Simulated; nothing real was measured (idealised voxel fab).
The following process module bears the name voxel ribs on slabs.
We display cut, a cross-section 180 nm in width whose square cells are each 5 nm.
Cross-section = grid of square cells, listed top down in bands; band = one or more rows. The entry gives the band's vertical extent as a top height and a bottom height in nm, then its horizontal make-up as materials from left to right, each with a width in nm. "blank" stands for empty space; a single material marked "edge to edge" fills the band edge to edge. The level at which height equals 0 is the one under which the wafer, as it arrives, is entirely one material. No lower edge exists for the bottom band, which continues downward and is notated as in "0 -> down". It should be noted that a width expressed as "30->40" varies in equal increments from row to row of cells within the band, taking the value of the first number at the top row and that of the second number at the bottom row. Step marked "changes: none"? Then no cell in the cross-section changed in it. So "Sealed internal cavities" is basically the list of trapped voids: any empty space of 8 cells or more that can't reach the top through an opening. They're written width x height at distance, the distance being from the left edge, and it's all nm. Step line, after settings: the simulator's comment on this step. overlay nm, on a step with a mask: how far to the right of its planned place the mask lay; to the left if negative.

[These are the steps we planned for the process]
step 1: RECEIVE with material Si
step 2: DIRECTIONAL_DEP with material SiO2, thk nm 25
step 3: DIRECTIONAL_DEP with material polySi, thk nm 15
step 4: MASKED_ETCH with tone cover, mask id RIB, width nm 20, etch materials polySi, depth nm 10, overlay nm 0
step 5: PATTERN with tone cover, mask id SLAB, material resist, width nm 80, thk nm 15, overlay nm 0
step 6: DIRECTIONAL_ETCH with etch materials polySi, depth nm 5
step 7: STRIP with etch materials resist
step 8: FILL_DEP with material SiO2, thk nm 20
step 9: CMP with height nm 40
step 10: DIRECTIONAL_DEP with material W, thk nm 5
step 11: PATTERN with tone cover, mask id HEATER, material resist, width nm 30, thk nm 20, overlay nm 0
step 12: DIRECTIONAL_ETCH with etch materials W, depth nm 5
step 13: STRIP with etch materials resist
step 14: CONFORMAL_DEP with material SiN, thk nm 10
Quick note for whoever runs this: the wafers start identical, but the height nm at step 9 isn't the same across them. The plan just shows what the first wafer had.

[Cross-sectional view of the first of several wafers in the as-received condition, corresponding to the state following step 1]
- 0 -> down: Si edge to edge
- Sealed internal cavities: none

[Per-wafer rows below. For each material: cells gained (+) or lost (-) since the wafer was received, as of end of module. Then: closed voids]
height nm 40 | +76 SiN | +264 SiO2 | +6 W | +24 polySi | Sealed internal cavities: none
height nm 45 | +76 SiN | +300 SiO2 | +6 W | +24 polySi | Sealed internal cavities: none
height nm 50 | +76 SiN | +336 SiO2 | +6 W | +24 polySi | Sealed internal cavities: none
height nm 55 | +76 SiN | +372 SiO2 | +6 W | +24 polySi | Sealed internal cavities: none
height nm 60 | +76 SiN | +408 SiO2 | +6 W | +24 polySi | Sealed internal cavities: none
